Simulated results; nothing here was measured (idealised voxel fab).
process module | voxel gate over fins
cross-section cut | 190 nm wide | cells 5 nm
A cross-section is a grid of square cells, given in bands from the top down. A band is one or more rows of cells.
Each band's line starts with the height of the band's top and of its bottom, in nm. Then come its materials from left to right, each with its width in nm. One material with "throughout" fills the band from edge to edge. "air" is empty space.
Height 0 is the level under which the wafer as received is all one material. The lowest band goes on downwards, as in "0 down".
A width such as "30 to 40" changes by the same amount from each row of cells to the next, from the band's top row to its bottom row.
"no change" after a step means that no cell of the cross-section changed.
closed voids: empty space of 8 cells or more with no open way to the top, each as width x height at its distance from the left edge, in nm
after a step's settings: what the simulator itself notes on the step
overlay nm, on a step with a mask: how far to the right of its planned place the mask lay; to the left if negative
plan
1 op RECEIVE | material Si
2 op CONFORMAL_DEP | material SiN | thk nm 10
3 op PATTERN | tone cover | mask id FINS | material resist | width nm 15 | pitch nm 50 | thk nm 20 | overlay nm 0
4 op DIRECTIONAL_ETCH | etch materials SiN | depth nm 10
5 op DIRECTIONAL_ETCH | etch materials Si | depth nm 30
6 op STRIP | etch materials resist
7 op FILL_DEP | material SiO2 | thk nm 5
8 op CMP | height nm 10
9 op PATTERN | tone open | mask id RAIL | material resist | width nm 15 | thk nm 15 | overlay nm 0
10 op DIRECTIONAL_ETCH | etch materials SiO2 | depth nm 35
11 op STRIP | etch materials resist
12 op CONFORMAL_DEP | material TiN | thk nm 5
13 op FILL_DEP | material Ru | thk nm 5
14 op CMP | height nm 10
15 op SELECTIVE_ETCH | etch materials W Ru TiN | depth nm 25
16 op FILL_DEP | material SiO2 | thk nm 5
17 op CMP | height nm 10
18 op SELECTIVE_ETCH | etch materials SiO2 | depth nm 20
19 op STRIP | etch materials SiN
20 op CONFORMAL_DEP | material HfO2 | thk nm 5
21 op CONFORMAL_DEP | material TiN | thk nm 5
22 op FILL_DEP | material W | thk nm 10
23 op CMP | height nm 15
24 op CONFORMAL_DEP | material SiCN | thk nm 10
first wafer, as planned
as received, after step 1
  0 down: Si throughout
  closed voids: none
after step 2
  10 to 0: SiN throughout
  below 0: unchanged
after step 3
  30 to 10: air 60 | resist 15 | air 35 | resist 15 | air 65
  below 10: unchanged
after step 4
  30 to 10: air 60 | resist 15 | air 35 | resist 15 | air 65
  10 to 0: air 60 | SiN 15 | air 35 | SiN 15 | air 65
  below 0: unchanged
after step 5
  30 to 10: air 60 | resist 15 | air 35 | resist 15 | air 65
  10 to 0: air 60 | SiN 15 | air 35 | SiN 15 | air 65
  0 to -30: air 60 | Si 15 | air 35 | Si 15 | air 65
  below -30: unchanged
after step 6
  10 to 0: air 60 | SiN 15 | air 35 | SiN 15 | air 65
  below 0: unchanged
after step 7
  15 to 10: SiO2 throughout
  10 to 0: SiO2 60 | SiN 15 | SiO2 35 | SiN 15 | SiO2 65
  0 to -30: SiO2 60 | Si 15 | SiO2 35 | Si 15 | SiO2 65
  below -30: unchanged
after step 8
  10 to 0: SiO2 60 | SiN 15 | SiO2 35 | SiN 15 | SiO2 65
  below 0: unchanged
after step 9
  25 to 10: resist 85 | air 15 | resist 90
  below 10: unchanged
after step 10
  25 to 10: resist 85 | air 15 | resist 90
  10 to 0: SiO2 60 | SiN 15 | SiO2 10 | air 15 | SiO2 10 | SiN 15 | SiO2 65
  0 to -25: SiO2 60 | Si 15 | SiO2 10 | air 15 | SiO2 10 | Si 15 | SiO2 65
  below -25: unchanged
after step 11
  10 to 0: SiO2 60 | SiN 15 | SiO2 10 | air 15 | SiO2 10 | SiN 15 | SiO2 65
  below 0: unchanged
after step 12
  15 to 10: TiN 90 | air 5 | TiN 95
  10 to 0: SiO2 60 | SiN 15 | SiO2 10 | TiN 5 | air 5 | TiN 5 | SiO2 10 | SiN 15 | SiO2 65
  0 to -20: SiO2 60 | Si 15 | SiO2 10 | TiN 5 | air 5 | TiN 5 | SiO2 10 | Si 15 | SiO2 65
  -20 to -25: SiO2 60 | Si 15 | SiO2 10 | TiN 15 | SiO2 10 | Si 15 | SiO2 65
  below -25: unchanged
after step 13
  20 to 15: Ru throughout
  15 to 10: TiN 90 | Ru 5 | TiN 95
  10 to 0: SiO2 60 | SiN 15 | SiO2 10 | TiN 5 | Ru 5 | TiN 5 | SiO2 10 | SiN 15 | SiO2 65
  0 to -20: SiO2 60 | Si 15 | SiO2 10 | TiN 5 | Ru 5 | TiN 5 | SiO2 10 | Si 15 | SiO2 65
  below -20: unchanged
after step 14
  10 to 0: SiO2 60 | SiN 15 | SiO2 10 | TiN 5 | Ru 5 | TiN 5 | SiO2 10 | SiN 15 | SiO2 65
  below 0: unchanged
after step 15
  10 to 0: SiO2 60 | SiN 15 | SiO2 10 | air 15 | SiO2 10 | SiN 15 | SiO2 65
  0 to -15: SiO2 60 | Si 15 | SiO2 10 | air 15 | SiO2 10 | Si 15 | SiO2 65
  below -15: unchanged
after step 16
  15 to 10: SiO2 throughout
  10 to 0: SiO2 60 | SiN 15 | SiO2 35 | SiN 15 | SiO2 65
  0 to -15: SiO2 60 | Si 15 | SiO2 35 | Si 15 | SiO2 65
  below -15: unchanged
after step 17
  10 to 0: SiO2 60 | SiN 15 | SiO2 35 | SiN 15 | SiO2 65
  below 0: unchanged
after step 18
  10 to 0: air 60 | SiN 15 | air 35 | SiN 15 | air 65
  0 to -10: air 60 | Si 15 | air 35 | Si 15 | air 65
  below -10: unchanged
after step 19
  0 to -10: air 60 | Si 15 | air 35 | Si 15 | air 65
  below -10: unchanged
after step 20
  5 to 0: air 55 | HfO2 25 | air 25 | HfO2 25 | air 60
  0 to -5: air 55 | HfO2 5 | Si 15 | HfO2 5 | air 25 | HfO2 5 | Si 15 | HfO2 5 | air 60
  -5 to -10: HfO2 60 | Si 15 | HfO2 35 | Si 15 | HfO2 65
  below -10: unchanged
after step 21
  10 to 5: air 50 | TiN 35 | air 15 | TiN 35 | air 55
  5 to 0: air 50 | TiN 5 | HfO2 25 | TiN 5 | air 15 | TiN 5 | HfO2 25 | TiN 5 | air 55
  0 to -5: TiN 55 | HfO2 5 | Si 15 | HfO2 5 | TiN 25 | HfO2 5 | Si 15 | HfO2 5 | TiN 60
  below -5: unchanged
after step 22
  20 to 10: W throughout
  10 to 5: W 50 | TiN 35 | W 15 | TiN 35 | W 55
  5 to 0: W 50 | TiN 5 | HfO2 25 | TiN 5 | W 15 | TiN 5 | HfO2 25 | TiN 5 | W 55
  below 0: unchanged
after step 23
  15 to 10: W throughout
  below 10: unchanged
after step 24
  25 to 15: SiCN throughout
  below 15: unchanged
second wafer: like start, like plan, one mistake. Through step 17 it matches the first wafer
when step 18 should have ended
  10 to 0: SiO2 60 | air 15 | SiO2 35 | air 15 | SiO2 65
  below 0: unchanged
when step 19 should have ended
  0 to -10: air 60 | Si 15 | air 35 | Si 15 | air 65
  -10 to -15: SiO2 40 | air 20 | Si 15 | air 35 | Si 15 | air 20 | SiO2 45
  -15 to -20: SiO2 40 | air 20 | Si 15 | air 10 | TiN 5 | Ru 5 | TiN 5 | air 10 | Si 15 | air 20 | SiO2 45
  below -20: unchanged
when step 20 should have ended
  5 to 0: air 55 | HfO2 25 | air 25 | HfO2 25 | air 60
  0 to -5: air 55 | HfO2 5 | Si 15 | HfO2 5 | air 25 | HfO2 5 | Si 15 | HfO2 5 | air 60
  -5 to -10: HfO2 45 | air 10 | HfO2 5 | Si 15 | HfO2 5 | air 25 | HfO2 5 | Si 15 | HfO2 5 | air 10 | HfO2 50
  -10 to -15: SiO2 40 | HfO2 5 | air 10 | HfO2 5 | Si 15 | HfO2 35 | Si 15 | HfO2 5 | air 10 | HfO2 5 | SiO2 45
  -15 to -20: SiO2 40 | HfO2 20 | Si 15 | HfO2 10 | TiN 5 | Ru 5 | TiN 5 | HfO2 10 | Si 15 | HfO2 20 | SiO2 45
  below -20: unchanged
when step 21 should have ended
  10 to 5: air 50 | TiN 35 | air 15 | TiN 35 | air 55
  5 to 0: air 50 | TiN 5 | HfO2 25 | TiN 5 | air 15 | TiN 5 | HfO2 25 | TiN 5 | air 55
  0 to -5: TiN 55 | HfO2 5 | Si 15 | HfO2 5 | TiN 5 | air 15 | TiN 5 | HfO2 5 | Si 15 | HfO2 5 | TiN 60
  -5 to -10: HfO2 45 | TiN 10 | HfO2 5 | Si 15 | HfO2 5 | TiN 25 | HfO2 5 | Si 15 | HfO2 5 | TiN 10 | HfO2 50
  -10 to -15: SiO2 40 | HfO2 5 | TiN 10 | HfO2 5 | Si 15 | HfO2 35 | Si 15 | HfO2 5 | TiN 10 | HfO2 5 | SiO2 45
  below -15: unchanged
when step 22 should have ended
  20 to 10: W throughout
  10 to 5: W 50 | TiN 35 | W 15 | TiN 35 | W 55
  5 to 0: W 50 | TiN 5 | HfO2 25 | TiN 5 | W 15 | TiN 5 | HfO2 25 | TiN 5 | W 55
  0 to -5: TiN 55 | HfO2 5 | Si 15 | HfO2 5 | TiN 5 | W 15 | TiN 5 | HfO2 5 | Si 15 | HfO2 5 | TiN 60
  below -5: unchanged
when step 23 should have ended
  15 to 10: W throughout
  below 10: unchanged
when step 24 should have ended
  25 to 15: SiCN throughout
  below 15: unchanged
what went wrong: steps 18 and 19 were swapped
at the end the second wafer has, in cells: 14 more of HfO2 | 27 fewer of SiO2 | 10 more of TiN | 3 more of W
